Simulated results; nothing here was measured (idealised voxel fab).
process module | voxel self aligned vias
cross-section cut | 155 nm wide | cells 5 nm
A cross-section is a grid of square cells, given in bands from the top down. A band is one or more rows of cells.
Each band's line starts with the height of the band's top and of its bottom, in nm. Then come its materials from left to right, each with its width in nm. One material with "throughout" fills the band from edge to edge. "air" is empty space.
Height 0 is the level under which the wafer as received is all one material. The lowest band goes on downwards, as in "0 down".
A width such as "30 to 40" changes by the same amount from each row of cells to the next, from the band's top row to its bottom row.
"no change" after a step means that no cell of the cross-section changed.
closed voids: empty space of 8 cells or more with no open way to the top, each as width x height at its distance from the left edge, in nm
after a step's settings: what the simulator itself notes on the step
overlay nm, on a step with a mask: how far to the right of its planned place the mask lay; to the left if negative
plan
1 op RECEIVE | material Si
2 op CONFORMAL_DEP | material SiO2 | thk nm 15
3 op CONFORMAL_DEP | material SiCN | thk nm 5
4 op DIRECTIONAL_DEP | material lowk | thk nm 30
5 op DIRECTIONAL_DEP | material aC | thk nm 15
6 op PATTERN | tone open | mask id LINES | material resist | width nm 25 | pitch nm 75 | thk nm 35 | overlay nm 0
7 op DIRECTIONAL_ETCH | etch materials aC | depth nm 15
8 op STRIP | etch materials resist
9 op DIRECTIONAL_ETCH | etch materials lowk | depth nm 30
10 op STRIP | etch materials aC
11 op CONFORMAL_DEP | material TiN | thk nm 5
12 op FILL_DEP | material Ru | thk nm 5
13 op CMP | height nm 50
14 op SELECTIVE_ETCH | etch materials W Ru TiN | depth nm 5
15 op FILL_DEP | material SiN | thk nm 10
16 op CMP | height nm 50
17 op DIRECTIONAL_DEP | material lowk | thk nm 20
18 op DIRECTIONAL_DEP | material aC | thk nm 10
19 op PATTERN | tone open | mask id VIAS | material resist | width nm 45 | pitch nm 75 | thk nm 30 | overlay nm 0
20 op DIRECTIONAL_ETCH | etch materials aC | depth nm 10
21 op STRIP | etch materials resist
22 op DIRECTIONAL_ETCH | etch materials lowk | depth nm 20
23 op DIRECTIONAL_ETCH | etch materials SiN | depth nm 5
24 op STRIP | etch materials aC
25 op CONFORMAL_DEP | material TiN | thk nm 5
26 op FILL_DEP | material Ru | thk nm 10
27 op CMP | height nm 70
28 op CONFORMAL_DEP | material SiCN | thk nm 5
as received, after step 1
  0 down: Si throughout
  closed voids: none
a wafer at the end: this start, this plan, one mistake
  75 to 70: SiCN throughout
  70 to 55: lowk 15 | TiN 5 | Ru 35 | TiN 5 | lowk 30 | TiN 5 | Ru 35 | TiN 5 | lowk 20
  55 to 50: lowk 15 | TiN 15 | Ru 15 | TiN 15 | lowk 30 | TiN 15 | Ru 15 | TiN 15 | lowk 20
  50 to 45: lowk 25 | TiN 25 | lowk 50 | TiN 25 | lowk 30
  45 to 40: lowk 25 | TiN 5 | Ru 15 | TiN 5 | lowk 50 | TiN 5 | Ru 15 | TiN 5 | lowk 30
  40 to 35: lowk 25 | TiN 25 | lowk 50 | TiN 25 | lowk 30
  35 to 30: SiCN throughout
  30 to 0: SiO2 throughout
  0 down: Si throughout
  closed voids: none
what went wrong: step 2 was run twice
